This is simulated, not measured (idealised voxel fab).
process module | voxel air gaps
cross-section cut | 240 nm wide | cells 5 nm
A cross-section is a grid of square cells, given in bands from the top down. A band is one or more rows of cells.
Each band's line starts with the height of the band's top and of its bottom, in nm. Then come its materials from left to right, each with its width in nm. One material with "throughout" fills the band from edge to edge. "air" is empty space.
Height 0 is the level under which the wafer as received is all one material. The lowest band goes on downwards, as in "0 down".
A width such as "30 to 40" changes by the same amount from each row of cells to the next, from the band's top row to its bottom row.
"no change" after a step means that no cell of the cross-section changed.
closed voids: empty space of 8 cells or more with no open way to the top, each as width x height at its distance from the left edge, in nm
after a step's settings: what the simulator itself notes on the step
overlay nm, on a step with a mask: how far to the right of its planned place the mask lay; to the left if negative
plan
1 op RECEIVE | material Si
2 op CONFORMAL_DEP | material SiO2 | thk nm 15
3 op CONFORMAL_DEP | material SiCN | thk nm 5
4 op DIRECTIONAL_DEP | material SiO2 | thk nm 30
5 op PATTERN | tone open | mask id LINES | material resist | width nm 20 | pitch nm 45 | thk nm 20 | overlay nm -15
6 op DIRECTIONAL_ETCH | etch materials SiO2 | depth nm 30
7 op STRIP | etch materials resist
8 op CONFORMAL_DEP | material TiN | thk nm 5
9 op FILL_DEP | material W | thk nm 10
10 op CMP | height nm 50
11 op EPI | material Ru | thk nm 10
12 op SELECTIVE_ETCH | etch materials SiO2 | depth nm 40
13 op CONFORMAL_DEP | material SiCN | thk nm 5
varied across the wafers: overlay nm of step 5. The plan shows the first wafer's value. All wafers start alike
first wafer as received, after step 1
  0 down: Si throughout
  closed voids: none
each wafer at the end: cells of each material gained (+) or lost (-) since it was received, then its closed voids
overlay nm -15 | +64 Ru | +180 SiCN | +144 SiO2 | +56 TiN | +40 W | closed voids: 15 x 20 at 50; 15 x 20 at 95; 15 x 20 at 140
overlay nm -10 | +64 Ru | +180 SiCN | +144 SiO2 | +56 TiN | +40 W | closed voids: 15 x 20 at 55; 15 x 20 at 100; 15 x 20 at 145
overlay nm -5 | +64 Ru | +180 SiCN | +144 SiO2 | +56 TiN | +40 W | closed voids: 15 x 20 at 60; 15 x 20 at 105; 15 x 20 at 150
overlay nm 0 | +64 Ru | +180 SiCN | +144 SiO2 | +56 TiN | +40 W | closed voids: 15 x 20 at 65; 15 x 20 at 110; 15 x 20 at 155
overlay nm 5 | +64 Ru | +180 SiCN | +144 SiO2 | +56 TiN | +40 W | closed voids: 15 x 20 at 70; 15 x 20 at 115; 15 x 20 at 160
overlay nm 10 | +64 Ru | +180 SiCN | +144 SiO2 | +56 TiN | +40 W | closed voids: 15 x 20 at 75; 15 x 20 at 120; 15 x 20 at 165
overlay nm 15 | +64 Ru | +180 SiCN | +144 SiO2 | +56 TiN | +40 W | closed voids: 15 x 20 at 80; 15 x 20 at 125; 15 x 20 at 170
